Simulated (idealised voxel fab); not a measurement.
voxel wiring stack: a process module
The cross-section shown here is cut; it is 205 nm wide and divided into square cells measuring 5 nm on a side.
A cross-section is a grid of square cells, given in bands from the top down. A band is one or more rows of cells.
Heights first: top, then bottom, in nm. Then materials, left to right, each with a width in nm. "all across" on a single material: fills the band edge to edge. "blank": empty space.
Height reference: 0 = level under which incoming wafer is all one material. Lowest band: no bottom, runs on downward, e.g. "top 0, no bottom".
It should be noted that a width expressed as "30..40" varies in equal increments from row to row of cells within the band, taking the value of the first number at the top row and that of the second number at the bottom row.
"remained the same" for a step: no cell of the cross-section changed in that step.
Entry "Enclosed cavity list". Content: empty spaces with no open connection to the top, size 8 cells or greater. Each: width x height at distance. Distance: from left edge. Unit: nm.
after a step's settings: what the simulator itself notes on the step
overlay nm, on a step with a mask: how far to the right of its planned place the mask lay; to the left if negative

## List of planned process steps
1,RECEIVE [material Si]
2,CONFORMAL_DEP [material SiO2] [thk nm 10]
3,CONFORMAL_DEP [material SiCN] [thk nm 5]
4,DIRECTIONAL_DEP [material SiO2] [thk nm 25]
5,PATTERN [tone open] [mask id METAL_1] [material resist] [width nm 25] [pitch nm 40] [thk nm 20] [overlay nm 0]
6,DIRECTIONAL_ETCH [etch materials SiO2] [depth nm 25]
7,DIRECTIONAL_ETCH [etch materials SiCN] [depth nm 5]
8,STRIP [etch materials resist]
9,CONFORMAL_DEP [material TiN] [thk nm 5]
10,FILL_DEP [material Cu] [thk nm 10]
11,CMP [height nm 40]
12,CONFORMAL_DEP [material SiCN] [thk nm 5]
13,DIRECTIONAL_DEP [material SiO2] [thk nm 15]
14,DIRECTIONAL_DEP [material aC] [thk nm 15]
15,PATTERN [tone open] [mask id PLUG_1] [material resist] [width nm 15] [thk nm 30] [overlay nm 0]
16,DIRECTIONAL_ETCH [etch materials aC] [depth nm 15]
17,STRIP [etch materials resist]
18,DIRECTIONAL_ETCH [etch materials SiO2] [depth nm 15]
19,DIRECTIONAL_ETCH [etch materials SiCN] [depth nm 5]
20,STRIP [etch materials aC]
21,EPI [material Ru] [thk nm 10]
22,EPI [material Ru] [thk nm 10]
23,DIRECTIONAL_DEP [material TiN] [thk nm 5]
24,DIRECTIONAL_DEP [material Ru] [thk nm 15]
25,DIRECTIONAL_DEP [material aC] [thk nm 10]
26,PATTERN [tone cover] [mask id METAL_2] [material resist] [width nm 25] [pitch nm 40] [thk nm 25] [overlay nm 0]
27,DIRECTIONAL_ETCH [etch materials aC] [depth nm 10]
28,STRIP [etch materials resist]
29,DIRECTIONAL_ETCH [etch materials Ru] [depth nm 15]
30,DIRECTIONAL_ETCH [etch materials TiN] [depth nm 5]
31,STRIP [etch materials aC]
32,CONFORMAL_DEP [material SiCN] [thk nm 5]
33,FILL_DEP [material SiO2] [thk nm 10]
34,CMP [height nm 80]
35,CONFORMAL_DEP [material SiN] [thk nm 5]

## The cross-section here shows the wafer as received, i.e. in its state after step 1
top 0, no bottom = Si all across
Enclosed cavity list: none

## Cross-section, end of module. Start: as above. Plan: as above. Execution: one mistake
top 85, bottom 80 = SiN all across
top 80, bottom 65 = SiO2: 70 / SiCN: 5 / Ru: 20 / SiCN: 5 / SiO2: 10 / SiCN: 5 / Ru: 20 / SiCN: 5 / SiO2: 65
top 65, bottom 60 = SiCN: 75 / TiN: 20 / SiCN: 20 / TiN: 20 / SiCN: 70
top 60, bottom 45 = SiO2: 70 / Ru: 15 / SiO2: 120
top 45, bottom 40 = SiCN: 70 / Ru: 15 / SiCN: 120
top 40, bottom 15 = SiO2: 70 / TiN: 5 / Cu: 15 / TiN: 5 / SiO2: 15 / TiN: 5 / Cu: 15 / TiN: 5 / SiO2: 70
top 15, bottom 10 = SiCN: 70 / TiN: 25 / SiCN: 15 / TiN: 25 / SiCN: 70
top 10, bottom 0 = SiO2 all across
top 0, no bottom = Si all across
Enclosed cavity list: none
Here's what went sideways: planned and actual differ for step 26; actual: PATTERN [tone cover] [mask id METAL_2] [material resist] [width nm 20] [pitch nm 40] [thk nm 25] [overlay nm 0]
